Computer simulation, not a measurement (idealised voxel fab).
process module | voxel ribs on slabs
cross-section cut | 285 nm wide | cells 5 nm
A cross-section is a grid of square cells, given in bands from the top down. A band is one or more rows of cells.
Each band's line starts with the height of the band's top and of its bottom, in nm. Then come its materials from left to right, each with its width in nm. One material with "throughout" fills the band from edge to edge. "air" is empty space.
Height 0 is the level under which the wafer as received is all one material. The lowest band goes on downwards, as in "0 down".
A width such as "30 to 40" changes by the same amount from each row of cells to the next, from the band's top row to its bottom row.
"no change" after a step means that no cell of the cross-section changed.
closed voids: empty space of 8 cells or more with no open way to the top, each as width x height at its distance from the left edge, in nm
after a step's settings: what the simulator itself notes on the step
overlay nm, on a step with a mask: how far to the right of its planned place the mask lay; to the left if negative
plan
1 op RECEIVE | material Si
2 op DIRECTIONAL_DEP | material SiO2 | thk nm 25
3 op DIRECTIONAL_DEP | material SiN | thk nm 20
4 op DIRECTIONAL_DEP | material aC | thk nm 10
5 op PATTERN | tone cover | mask id RIB | material resist | width nm 25 | thk nm 25 | overlay nm 0
6 op DIRECTIONAL_ETCH | etch materials aC | depth nm 10
7 op STRIP | etch materials resist
8 op DIRECTIONAL_ETCH | etch materials SiN | depth nm 5
9 op STRIP | etch materials aC
10 op DIRECTIONAL_DEP | material aC | thk nm 10
11 op PATTERN | tone cover | mask id SLAB | material resist | width nm 55 | thk nm 30 | overlay nm 0
12 op DIRECTIONAL_ETCH | etch materials aC | depth nm 10
13 op STRIP | etch materials resist
14 op DIRECTIONAL_ETCH | etch materials SiN | depth nm 15
15 op STRIP | etch materials aC
16 op FILL_DEP | material SiO2 | thk nm 15
17 op CMP | height nm 55
18 op DIRECTIONAL_DEP | material W | thk nm 5
19 op PATTERN | tone cover | mask id HEATER | material resist | width nm 25 | thk nm 20 | overlay nm 0
20 op DIRECTIONAL_ETCH | etch materials W | depth nm 5
21 op STRIP | etch materials resist
22 op CONFORMAL_DEP | material SiO2 | thk nm 5
varied across the wafers: width nm of step 19. The plan shows the first wafer's value. All wafers start alike
first wafer as received, after step 1
  0 down: Si throughout
  closed voids: none
first wafer at the end, after step 22
  65 to 60: air 125 | SiO2 35 | air 125
  60 to 55: SiO2 130 | W 25 | SiO2 130
  55 to 45: SiO2 throughout
  45 to 40: SiO2 130 | SiN 25 | SiO2 130
  40 to 25: SiO2 115 | SiN 55 | SiO2 115
  25 to 0: SiO2 throughout
  0 down: Si throughout
  closed voids: none
last wafer at the end
  65 to 60: air 115 | SiO2 60 | air 110
  60 to 55: SiO2 120 | W 50 | SiO2 115
  55 to 45: SiO2 throughout
  45 to 40: SiO2 130 | SiN 25 | SiO2 130
  40 to 25: SiO2 115 | SiN 55 | SiO2 115
  25 to 0: SiO2 throughout
  0 down: Si throughout
  closed voids: none
each wafer at the end: cells of each material gained (+) or lost (-) since it was received, then its closed voids
width nm 25 | +38 SiN | +648 SiO2 | +5 W | closed voids: none
width nm 30 | +38 SiN | +648 SiO2 | +6 W | closed voids: none
width nm 35 | +38 SiN | +648 SiO2 | +7 W | closed voids: none
width nm 40 | +38 SiN | +648 SiO2 | +8 W | closed voids: none
width nm 45 | +38 SiN | +648 SiO2 | +9 W | closed voids: none
width nm 50 | +38 SiN | +648 SiO2 | +10 W | closed voids: none
